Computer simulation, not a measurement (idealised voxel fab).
process module | voxel tone inversion
cross-section cut | 180 nm wide | cells 5 nm
A cross-section is a grid of square cells, given in bands from the top down. A band is one or more rows of cells.
Each band's line starts with the height of the band's top and of its bottom, in nm. Then come its materials from left to right, each with its width in nm. One material with "throughout" fills the band from edge to edge. "air" is empty space.
Height 0 is the level under which the wafer as received is all one material. The lowest band goes on downwards, as in "0 down".
A width such as "30 to 40" changes by the same amount from each row of cells to the next, from the band's top row to its bottom row.
"no change" after a step means that no cell of the cross-section changed.
closed voids: empty space of 8 cells or more with no open way to the top, each as width x height at its distance from the left edge, in nm
after a step's settings: what the simulator itself notes on the step
overlay nm, on a step with a mask: how far to the right of its planned place the mask lay; to the left if negative
plan
1 op RECEIVE | material Si
2 op CONFORMAL_DEP | material SiCN | thk nm 10
3 op DIRECTIONAL_DEP | material polySi | thk nm 25
4 op PATTERN | tone cover | mask id POSTS | material resist | width nm 15 | pitch nm 35 | thk nm 30 | overlay nm 0
5 op DIRECTIONAL_ETCH | etch materials polySi | depth nm 25
6 op STRIP | etch materials resist
7 op FILL_DEP | material SiO2 | thk nm 5
8 op CMP | height nm 35
9 op STRIP | etch materials polySi
10 op CONFORMAL_DEP | material TiN | thk nm 5
11 op FILL_DEP | material W | thk nm 10
12 op CMP | height nm 35
13 op CONFORMAL_DEP | material SiCN | thk nm 5
as received, after step 1
  0 down: Si throughout
  closed voids: none
a wafer at the end: this start, this plan, one mistake
  40 to 25: SiCN throughout
  25 to 0: polySi throughout
  0 down: Si throughout
  closed voids: none
what went wrong: steps 2 and 3 were swapped
